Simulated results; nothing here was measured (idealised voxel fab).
Proc. module: voxel released beams
The width of the displayed cross-section, cut, is 220 nm; its cells are square, with a size of 5 nm.
The cross-sections in this document take the form of a grid made of square cells. They are written out as bands, in order from top to bottom. Each band consists of one or more rows of cells. The entry gives the band's vertical extent as a top height and a bottom height in nm, then its horizontal make-up as materials from left to right, each with a width in nm. "empty" stands for empty space; a single material marked "edge to edge" fills the band edge to edge. Height reference: 0 = level under which incoming wafer is all one material. Lowest band: no bottom, runs on downward, e.g. "top 0, no bottom". Top row gets the first number, bottom row gets the second, and each row in between changes by the same step: that is how a band width like "30 to 40" works. Key: "no change" - step with no changed cell in the cross-section. "Closed void entries" specifies each empty space that is not open to the top and that occupies no fewer than 8 cells, using the form width x height at distance, the distance measured from the left edge and all three quantities in nm. Formally, on a step line, whatever follows the settings is a remark that the simulator itself makes on the step. overlay nm, on a step with a mask: how far to the right of its planned place the mask lay; to the left if negative.

[List of planned process steps]
1,RECEIVE: material Si
2,CONFORMAL_DEP: material SiN, thk nm 10
3,DIRECTIONAL_DEP: material SiO2, thk nm 15
4,MASKED_ETCH: tone open, mask id ANCHOR, width nm 45, etch materials SiO2, depth nm 15, overlay nm 0
5,CONFORMAL_DEP: material TiN, thk nm 15
6,PATTERN: tone cover, mask id BEAM, material resist, width nm 120, thk nm 20, overlay nm 0
7,DIRECTIONAL_ETCH: etch materials TiN, depth nm 15
8,STRIP: etch materials resist
9,STRIP: etch materials SiO2
varied across the wafers: width nm of step 6. The plan shows the first wafer's value. All wafers start alike

[Received wafers, first of several: cross-section after step 1]
	top 0, no bottom  Si edge to edge
	Closed void entries: none

[First wafer of several, cross-section, module end, after step 9 (last)]
	top 40, bottom 25  empty 45 nm / TiN 15 nm / empty 15 nm / TiN 90 nm / empty 55 nm
	top 25, bottom 10  empty 45 nm / TiN 45 nm / empty 130 nm
	top 10, bottom 0  SiN edge to edge
	top 0, no bottom  Si edge to edge
	Closed void entries: none

[End of module: cross-section, last of several wafers]
	top 40, bottom 25  empty 35 nm / TiN 25 nm / empty 15 nm / TiN 105 nm / empty 40 nm
	top 25, bottom 10  empty 45 nm / TiN 45 nm / empty 130 nm
	top 10, bottom 0  SiN edge to edge
	top 0, no bottom  Si edge to edge
	Closed void entries: none

[Row per wafer, end-of-module: cell gain (+)/loss (-) by material since the wafer came in, then closed voids]
width nm 120, +88 SiN, +90 TiN, Closed void entries: none
width nm 125, +88 SiN, +93 TiN, Closed void entries: none
width nm 130, +88 SiN, +96 TiN, Closed void entries: none
width nm 135, +88 SiN, +99 TiN, Closed void entries: none
width nm 140, +88 SiN, +102 TiN, Closed void entries: none
width nm 145, +88 SiN, +105 TiN, Closed void entries: none
